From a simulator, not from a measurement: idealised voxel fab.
The document below concerns the process module designated voxel ribs on slabs.
The cross-section shown here is cut; it is 240 nm wide and divided into square cells measuring 5 nm on a side.
How to read a cross-section here: the picture is a grid of square cells, written as bands going from the top down, and any band can span one or more rows of cells.
Read a band's entry like this: the first values are the height of its top and the height of its bottom in nm, and what follows is the sequence of materials from left to right, each with its width in nm. Note that "blank" is empty space, and that a single material marked "everywhere" reaches across the band from edge to edge.
We count height from 0. Below that, the starting wafer is all one material. The lowest band never ends at the bottom but goes on down; see "0 -> down" for how that is written.
Graded width ("30 to 40"): value in top row of band = first number; value in bottom row = second number; row-to-row change constant.
A step reported as "no modifications" is a step in which no cell of the cross-section changed.
"Unvented cavities" lists enclosed empty spaces (at least 8 cells, no open path upward to the top), each as width x height at distance from the left edge, in nm.
On each step's line, the part that comes after the settings is the simulator's own comment on the step.
overlay nm: where the mask lay relative to plan, measured to the right, on steps with a mask; negatives go left.

-- Below is the list of planned process steps
| 1 | RECEIVE (material Si) |
| 2 | DIRECTIONAL_DEP (material SiO2; thk nm 25) |
| 3 | DIRECTIONAL_DEP (material polySi; thk nm 20) |
| 4 | PATTERN (tone cover; mask id RIB; material resist; width nm 25; thk nm 15; overlay nm 0) |
| 5 | DIRECTIONAL_ETCH (etch materials polySi; depth nm 5) |
| 6 | STRIP (etch materials resist) |
| 7 | PATTERN (tone cover; mask id SLAB; material resist; width nm 75; thk nm 20; overlay nm 0) |
| 8 | DIRECTIONAL_ETCH (etch materials polySi; depth nm 15) |
| 9 | STRIP (etch materials resist) |
| 10 | FILL_DEP (material SiO2; thk nm 25) |
| 11 | CMP (height nm 65) |
| 12 | DIRECTIONAL_DEP (material TiN; thk nm 10) |
| 13 | MASKED_ETCH (tone cover; mask id HEATER; width nm 35; etch materials TiN; depth nm 10; overlay nm 0) |
| 14 | CONFORMAL_DEP (material SiO2; thk nm 5) |

-- First wafer of two (run as planned)

-- Wafer cross-section on receipt, i.e. after step 1
* 0 -> down  Si everywhere
* Unvented cavities: none

-- Cross-section of the wafer subsequent to step 2
* 25 -> 0  SiO2 everywhere
* Unchanged below 0.

-- Cross-section of the wafer subsequent to step 3
* 45 -> 25  polySi everywhere
* Unchanged below 25.

-- Cross-section of the wafer subsequent to step 4
* 60 -> 45  blank 105 nm | resist 25 nm | blank 110 nm
* Unchanged below 45.

-- Cross-section of the wafer subsequent to step 5
* 60 -> 45  blank 105 nm | resist 25 nm | blank 110 nm
* 45 -> 40  blank 105 nm | polySi 25 nm | blank 110 nm
* Unchanged below 40.

-- Cross-section of the wafer subsequent to step 6
* 45 -> 40  blank 105 nm | polySi 25 nm | blank 110 nm
* Unchanged below 40.

-- Cross-section of the wafer subsequent to step 7
* 65 -> 45  blank 80 nm | resist 75 nm | blank 85 nm
* 45 -> 40  blank 80 nm | resist 25 nm | polySi 25 nm | resist 25 nm | blank 85 nm
* Unchanged below 40.

-- Cross-section of the wafer subsequent to step 8
* 65 -> 45  blank 80 nm | resist 75 nm | blank 85 nm
* 45 -> 40  blank 80 nm | resist 25 nm | polySi 25 nm | resist 25 nm | blank 85 nm
* 40 -> 25  blank 80 nm | polySi 75 nm | blank 85 nm
* Unchanged below 25.

-- Cross-section of the wafer subsequent to step 9
* 45 -> 40  blank 105 nm | polySi 25 nm | blank 110 nm
* Unchanged below 40.

-- Cross-section of the wafer subsequent to step 10
* 70 -> 45  SiO2 everywhere
* 45 -> 40  SiO2 105 nm | polySi 25 nm | SiO2 110 nm
* 40 -> 25  SiO2 80 nm | polySi 75 nm | SiO2 85 nm
* Unchanged below 25.

-- Cross-section of the wafer subsequent to step 11
* 65 -> 45  SiO2 everywhere
* Unchanged below 45.

-- Cross-section of the wafer subsequent to step 12
* 75 -> 65  TiN everywhere
* Unchanged below 65.

-- Cross-section of the wafer subsequent to step 13
* 75 -> 65  blank 100 nm | TiN 35 nm | blank 105 nm
* Unchanged below 65.

-- Cross-section of the wafer subsequent to step 14
* 80 -> 75  blank 95 nm | SiO2 45 nm | blank 100 nm
* 75 -> 70  blank 95 nm | SiO2 5 nm | TiN 35 nm | SiO2 5 nm | blank 100 nm
* 70 -> 65  SiO2 100 nm | TiN 35 nm | SiO2 105 nm
* Unchanged below 65.

-- The remaining wafer, second of the two, started like the first and was run to the same plan, except that one mistake was made along the way; the two coincide through step 6, inclusive

-- The second wafer cut through, at the time step 7 was supposed to be finished
* 65 -> 45  blank 85 nm | resist 70 nm | blank 85 nm
* 45 -> 40  blank 85 nm | resist 20 nm | polySi 25 nm | resist 25 nm | blank 85 nm
* Unchanged below 40.

-- The second wafer cut through, at the time step 8 was supposed to be finished
* 65 -> 45  blank 85 nm | resist 70 nm | blank 85 nm
* 45 -> 40  blank 85 nm | resist 20 nm | polySi 25 nm | resist 25 nm | blank 85 nm
* 40 -> 25  blank 85 nm | polySi 70 nm | blank 85 nm
* Unchanged below 25.

-- The second wafer cut through, at the time step 9 was supposed to be finished
* 45 -> 40  blank 105 nm | polySi 25 nm | blank 110 nm
* Unchanged below 40.

-- The second wafer cut through, at the time step 10 was supposed to be finished
* 70 -> 45  SiO2 everywhere
* 45 -> 40  SiO2 105 nm | polySi 25 nm | SiO2 110 nm
* 40 -> 25  SiO2 85 nm | polySi 70 nm | SiO2 85 nm
* Unchanged below 25.

-- The second wafer cut through, at the time step 11 was supposed to be finished
* 65 -> 45  SiO2 everywhere
* Unchanged below 45.

-- The second wafer cut through, at the time step 12 was supposed to be finished
* 75 -> 65  TiN everywhere
* Unchanged below 65.

-- The second wafer cut through, at the time step 13 was supposed to be finished
* 75 -> 65  blank 100 nm | TiN 35 nm | blank 105 nm
* Unchanged below 65.

-- The second wafer cut through, at the time step 14 was supposed to be finished
* 80 -> 75  blank 95 nm | SiO2 45 nm | blank 100 nm
* 75 -> 70  blank 95 nm | SiO2 5 nm | TiN 35 nm | SiO2 5 nm | blank 100 nm
* 70 -> 65  SiO2 100 nm | TiN 35 nm | SiO2 105 nm
* Unchanged below 65.
what went wrong: rather than as planned, step 7 actually ran as PATTERN (tone cover; mask id SLAB; material resist; width nm 70; thk nm 20; overlay nm 0)
Final wafer comparison in cells, second versus first, more or fewer per material: 3 more of SiO2; 3 fewer of polySi
